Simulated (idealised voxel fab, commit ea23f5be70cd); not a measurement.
Process module, titled voxel self aligned vias
The figure presents cross-section cut, which has a width of 230 nm and is divided into square cells with an edge length of 5 nm.
Cross-section, as written here: a square-cell grid given band by band from the top down, where a band holds one or more rows of cells.
It is stipulated that each band's entry specify, in nanometres, the height of the top of the band and then that of its bottom, followed by the materials of the band in left-to-right sequence, each together with its width in nanometres. A single material marked by the word "full width" is understood to fill the band from edge to edge; the word "blank" is understood to denote empty space.
Heights from 0 (as-received wafer is one material below). Bottom band endless downward, as "0 and below".
Graded width ("30..40"): value in top row of band = first number; value in bottom row = second number; row-to-row change constant.
The designation "no modification", where it is given for a processing step, indicates that no cell of the cross-section was altered in the course of that step.
Heads up: "Closed void table" only lists the empty pockets with no open path to the top that are 8 cells or more, and it writes them as width x height at distance, distance from the left edge, in nm.
Where a step's line continues beyond its settings, the continuation is a remark by the simulator itself on that step.
On any step carrying a mask, the "overlay nm" setting, if present on the step's line, tells how far right of its planned place the mask lay; negative values point to the left.

Set out below are the planned steps of the process
1,RECEIVE [material Si]
2,CONFORMAL_DEP [material SiO2] [thk nm 10]
3,CONFORMAL_DEP [material SiCN] [thk nm 5]
4,DIRECTIONAL_DEP [material SiO2] [thk nm 30]
5,DIRECTIONAL_DEP [material aC] [thk nm 10]
6,PATTERN [tone open] [mask id LINES] [material resist] [width nm 30] [pitch nm 55] [thk nm 30] [overlay nm 0]
7,DIRECTIONAL_ETCH [etch materials aC] [depth nm 10]
8,STRIP [etch materials resist]
9,DIRECTIONAL_ETCH [etch materials SiO2] [depth nm 30]
10,STRIP [etch materials aC]
11,CONFORMAL_DEP [material TiN] [thk nm 5]
12,FILL_DEP [material Ru] [thk nm 5]
13,CMP [height nm 45]
14,SELECTIVE_ETCH [etch materials W Ru TiN] [depth nm 10]
15,FILL_DEP [material SiN] [thk nm 10]
16,CMP [height nm 45]
17,DIRECTIONAL_DEP [material SiO2] [thk nm 15]
18,DIRECTIONAL_DEP [material aC] [thk nm 10]
19,PATTERN [tone open] [mask id VIAS] [material resist] [width nm 40] [thk nm 30] [overlay nm 0]
20,DIRECTIONAL_ETCH [etch materials aC] [depth nm 10]
21,STRIP [etch materials resist]
22,DIRECTIONAL_ETCH [etch materials SiO2] [depth nm 15]
23,DIRECTIONAL_ETCH [etch materials SiN] [depth nm 10]
24,STRIP [etch materials aC]
25,CONFORMAL_DEP [material TiN] [thk nm 5]
26,FILL_DEP [material Cu] [thk nm 5]
27,CMP [height nm 60]
28,CONFORMAL_DEP [material SiN] [thk nm 5]

Wafer at receipt (post step 1), cross-section
* 0 and below | Si full width
* Closed void table: none

Cross-section: first of two wafers, module finished, run according to plan
* 65 down to 60 | SiN full width
* 60 down to 50 | SiO2 (65), then TiN (5), then Cu (30), then TiN (5), then SiO2 (125)
* 50 down to 45 | SiO2 (65), then TiN (10), then Cu (20), then TiN (10), then SiO2 (125)
* 45 down to 40 | SiO2 (70), then TiN (5), then Cu (20), then TiN (5), then SiO2 (25), then SiN (30), then SiO2 (75)
* 40 down to 35 | SiO2 (70), then TiN (30), then SiO2 (25), then SiN (30), then SiO2 (75)
* 35 down to 20 | SiO2 (70), then TiN (5), then Ru (20), then TiN (5), then SiO2 (25), then TiN (5), then Ru (20), then TiN (5), then SiO2 (75)
* 20 down to 15 | SiO2 (70), then TiN (30), then SiO2 (25), then TiN (30), then SiO2 (75)
* 15 down to 10 | SiCN full width
* 10 down to 0 | SiO2 full width
* 0 and below | Si full width
* Closed void table: none

Wafer two, sectioned after the module: the first wafer's start, the first wafer's plan, and one mistake in how it was run
* 65 down to 60 | SiN full width
* 60 down to 50 | SiO2 (65), then TiN (5), then Cu (30), then TiN (5), then SiO2 (125)
* 50 down to 45 | SiO2 (65), then TiN (15), then Cu (10), then TiN (15), then SiO2 (125)
* 45 down to 40 | SiO2 (75), then TiN (5), then Cu (10), then TiN (5), then SiO2 (35), then SiN (20), then SiO2 (80)
* 40 down to 35 | SiO2 (75), then TiN (20), then SiO2 (35), then SiN (20), then SiO2 (80)
* 35 down to 20 | SiO2 (75), then Ru (20), then SiO2 (35), then Ru (20), then SiO2 (80)
* 20 down to 15 | SiO2 full width
* 15 down to 10 | SiCN full width
* 10 down to 0 | SiO2 full width
* 0 and below | Si full width
* Closed void table: none
So what did we get wrong on this run? step 11 was run on a setting that differed from the plan, and what really ran there is CONFORMAL_DEP [material SiO2] [thk nm 5]
Final comparison by cell count, materials where the second wafer has more or fewer than the first: Cu: 4 fewer; SiN: 4 fewer; SiO2: 32 more; TiN: 24 fewer
